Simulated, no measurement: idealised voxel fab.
Process module in this document: voxel ribs on slabs
For reference, the cross-section in this document is cut, with width 215 nm and square cells of 5 nm.
A cross-section is written here as square cells arranged in a grid, and it is given in bands from the top down, each band taking up one or more rows of cells. The band entry comprises the height of the band's top followed by the height of its bottom, expressed in nm, and subsequently the band's materials from left to right, each stated together with its width in nm. Where a single material is marked with the word "edge to edge", that material fills the band from edge to edge. The word "air" represents empty space. It should be noted that heights are counted from 0, beneath which the wafer as supplied is of one material throughout, and that the lowest band possesses no lower boundary but continues downward, as written in "top 0, no bottom". A width given as "30->40" starts at the first number in the band's top row and ends at the second number in its bottom row, shifting by an equal amount at every step from row to row. Any step labelled "no modifications" changed none of the cells in the cross-section. Empty spaces without an open route to the top, at least 8 cells in extent, make up the entry "Enclosed internal cavities"; each is given as width x height at distance, where the distance is measured from the left edge, and all are in nm. On a step's line, text after the settings is the simulator commenting on that step. overlay nm, on a step with a mask: how far to the right of its planned place the mask lay; to the left if negative.

THE STEPS PLANNED FOR THE PROCESS ARE AS FOLLOWS
1) op RECEIVE | material Si
2) op DIRECTIONAL_DEP | material SiO2 | thk nm 25
3) op DIRECTIONAL_DEP | material SiN | thk nm 25
4) op MASKED_ETCH | tone cover | mask id RIB | width nm 30 | etch materials SiN | depth nm 15 | overlay nm 0
5) op DIRECTIONAL_DEP | material aC | thk nm 15
6) op PATTERN | tone cover | mask id SLAB | material resist | width nm 60 | thk nm 35 | overlay nm 0
7) op DIRECTIONAL_ETCH | etch materials aC | depth nm 15
8) op STRIP | etch materials resist
9) op DIRECTIONAL_ETCH | etch materials SiN | depth nm 10
10) op STRIP | etch materials aC
11) op FILL_DEP | material SiO2 | thk nm 25
12) op CMP | height nm 70
13) op DIRECTIONAL_DEP | material W | thk nm 10
14) op PATTERN | tone cover | mask id HEATER | material resist | width nm 40 | thk nm 20 | overlay nm 0
15) op DIRECTIONAL_ETCH | etch materials W | depth nm 10
16) op STRIP | etch materials resist
17) op CONFORMAL_DEP | material SiO2 | thk nm 5

RECEIVED-STATE CROSS-SECTION, REFLECTING COMPLETION OF STEP 1
top 0, no bottom: Si edge to edge
Enclosed internal cavities: none

A WAFER AT THE END: THIS START, THIS PLAN, ONE MISTAKE
top 85, bottom 80: SiO2 90, then air 30, then SiO2 95
top 80, bottom 75: W 85, then SiO2 5, then air 30, then SiO2 5, then W 90
top 75, bottom 70: W 85, then SiO2 40, then W 90
top 70, bottom 50: SiO2 edge to edge
top 50, bottom 35: SiO2 90, then SiN 30, then SiO2 95
top 35, bottom 25: SiO2 75, then SiN 60, then SiO2 80
top 25, bottom 0: SiO2 edge to edge
top 0, no bottom: Si edge to edge
Enclosed internal cavities: none
Run error: step 14 deviated from plan and actually ran as op PATTERN | tone open | mask id HEATER | material resist | width nm 40 | thk nm 20 | overlay nm 0
